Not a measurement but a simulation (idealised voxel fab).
process module | voxel trench capacitor
cross-section cut | 235 nm wide | cells 5 nm
A cross-section is a grid of square cells, given in bands from the top down. A band is one or more rows of cells.
Each band's line starts with the height of the band's top and of its bottom, in nm. Then come its materials from left to right, each with its width in nm. One material with "throughout" fills the band from edge to edge. "air" is empty space.
Height 0 is the level under which the wafer as received is all one material. The lowest band goes on downwards, as in "0 down".
A width such as "30 to 40" changes by the same amount from each row of cells to the next, from the band's top row to its bottom row.
"no change" after a step means that no cell of the cross-section changed.
closed voids: empty space of 8 cells or more with no open way to the top, each as width x height at its distance from the left edge, in nm
after a step's settings: what the simulator itself notes on the step
overlay nm, on a step with a mask: how far to the right of its planned place the mask lay; to the left if negative
plan
1 op RECEIVE | material Si
2 op CONFORMAL_DEP | material SiN | thk nm 5
3 op MASKED_ETCH | tone open | mask id TRENCH | width nm 25 | pitch nm 40 | etch materials SiN | depth nm 5 | overlay nm 0
4 op MASKED_ETCH | tone open | mask id TRENCH | width nm 25 | pitch nm 40 | etch materials Si | depth nm 35 | overlay nm 0
5 op CONFORMAL_DEP | material HfO2 | thk nm 5
6 op CONFORMAL_DEP | material TiN | thk nm 5
7 op FILL_DEP | material W | thk nm 10
8 op CMP | height nm 5
as received, after step 1
  0 down: Si throughout
  closed voids: none
a wafer at the end: this start, this plan, one mistake
  5 to 0: SiN 65 | TiN 5 | HfO2 5 | W 5 | HfO2 5 | TiN 5 | SiN 15 | TiN 5 | HfO2 5 | W 5 | HfO2 5 | TiN 5 | SiN 15 | TiN 5 | HfO2 5 | W 5 | HfO2 5 | TiN 5 | SiN 65
  0 to -25: Si 65 | TiN 5 | HfO2 5 | W 5 | HfO2 5 | TiN 5 | Si 15 | TiN 5 | HfO2 5 | W 5 | HfO2 5 | TiN 5 | Si 15 | TiN 5 | HfO2 5 | W 5 | HfO2 5 | TiN 5 | Si 65
  -25 to -30: Si 65 | TiN 5 | HfO2 15 | TiN 5 | Si 15 | TiN 5 | HfO2 15 | TiN 5 | Si 15 | TiN 5 | HfO2 15 | TiN 5 | Si 65
  -30 to -35: Si 65 | TiN 25 | Si 15 | TiN 25 | Si 15 | TiN 25 | Si 65
  -35 down: Si throughout
  closed voids: none
what went wrong: steps 5 and 6 were swapped
